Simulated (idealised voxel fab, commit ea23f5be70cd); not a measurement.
Process module name: voxel lift off
Xsec cut, 190 nm wide, square cell size 5 nm.
A cross-section is a grid of square cells, given in bands from the top down. A band is one or more rows of cells.
Heights first: top, then bottom, in nm. Then materials, left to right, each with a width in nm. "all across" on a single material: fills the band edge to edge. "empty": empty space.
All heights in this document are referenced to 0, defined as the level beneath which the wafer, as received, consists entirely of one material. The lowest band is not bounded below; it extends indefinitely downward and is written in the form "top 0, no bottom".
Graded width ("30..40"): value in top row of band = first number; value in bottom row = second number; row-to-row change constant.
When a step is marked "same as before", none of the cells in the cross-section changed during that step.
"Closed void entries" means: voids of 8 cells or more that are shut off from the top with no open way through. Written width x height at distance, distance from the left edge, in nm.
What comes after the settings on a step's line is commentary from the simulator itself on that step.
The optional step-line setting "overlay nm" applies to steps with a mask and quantifies how far to the right of its planned location the mask lay, a negative value indicating leftward placement.
The steps planned for the process are as follows:
- 1: RECEIVE, material Si
- 2: CONFORMAL_DEP, material Al2O3, thk nm 5
- 3: PATTERN, tone open, mask id LINES, material resist, width nm 30, pitch nm 55, thk nm 20, overlay nm 0
- 4: DIRECTIONAL_DEP, material Ru, thk nm 10
- 5: STRIP, etch materials resist
- 6: CONFORMAL_DEP, material SiCN, thk nm 5
So, the first of our two wafers, run just as we planned it:
Wafer cross-section on receipt, i.e. after step 1:
	top 0, no bottom  Si all across
	Closed void entries: none
The wafer in cross-section once step 2 is complete:
	top 5, bottom 0  Al2O3 all across
	Unchanged below 0.
The wafer in cross-section once step 3 is complete:
	top 25, bottom 5  resist: 50 / empty: 30 / resist: 25 / empty: 30 / resist: 55
	Unchanged below 5.
The wafer in cross-section once step 4 is complete:
	top 35, bottom 25  Ru: 50 / empty: 30 / Ru: 25 / empty: 30 / Ru: 55
	top 25, bottom 15  resist: 50 / empty: 30 / resist: 25 / empty: 30 / resist: 55
	top 15, bottom 5  resist: 50 / Ru: 30 / resist: 25 / Ru: 30 / resist: 55
	Unchanged below 5.
The wafer in cross-section once step 5 is complete:
	top 15, bottom 5  empty: 50 / Ru: 30 / empty: 25 / Ru: 30 / empty: 55
	Unchanged below 5.
The wafer in cross-section once step 6 is complete:
	top 20, bottom 15  empty: 45 / SiCN: 40 / empty: 15 / SiCN: 40 / empty: 50
	top 15, bottom 10  empty: 45 / SiCN: 5 / Ru: 30 / SiCN: 5 / empty: 15 / SiCN: 5 / Ru: 30 / SiCN: 5 / empty: 50
	top 10, bottom 5  SiCN: 50 / Ru: 30 / SiCN: 25 / Ru: 30 / SiCN: 55
	Unchanged below 5.
Wafer two: like wafer one in start and plan, but with one mistake in execution; identical up to and including step 2:
Cross-section of the second wafer at the time step 3 of the plan should have ended:
	top 25, bottom 5  resist: 55 / empty: 25 / resist: 30 / empty: 25 / resist: 55
	Unchanged below 5.
Cross-section of the second wafer at the time step 4 of the plan should have ended:
	top 35, bottom 25  Ru: 55 / empty: 25 / Ru: 30 / empty: 25 / Ru: 55
	top 25, bottom 15  resist: 55 / empty: 25 / resist: 30 / empty: 25 / resist: 55
	top 15, bottom 5  resist: 55 / Ru: 25 / resist: 30 / Ru: 25 / resist: 55
	Unchanged below 5.
Cross-section of the second wafer at the time step 5 of the plan should have ended:
	top 15, bottom 5  empty: 55 / Ru: 25 / empty: 30 / Ru: 25 / empty: 55
	Unchanged below 5.
Cross-section of the second wafer at the time step 6 of the plan should have ended:
	top 20, bottom 15  empty: 50 / SiCN: 35 / empty: 20 / SiCN: 35 / empty: 50
	top 15, bottom 10  empty: 50 / SiCN: 5 / Ru: 25 / SiCN: 5 / empty: 20 / SiCN: 5 / Ru: 25 / SiCN: 5 / empty: 50
	top 10, bottom 5  SiCN: 55 / Ru: 25 / SiCN: 30 / Ru: 25 / SiCN: 55
	Unchanged below 5.
It is concluded that the wafer was processed incorrectly with respect to the plan, in that step 3 was not run as planned; what actually ran was PATTERN, tone open, mask id LINES, material resist, width nm 25, pitch nm 55, thk nm 20, overlay nm 0
Final cells, second wafer relative to first, materials higher or lower: -4 Ru
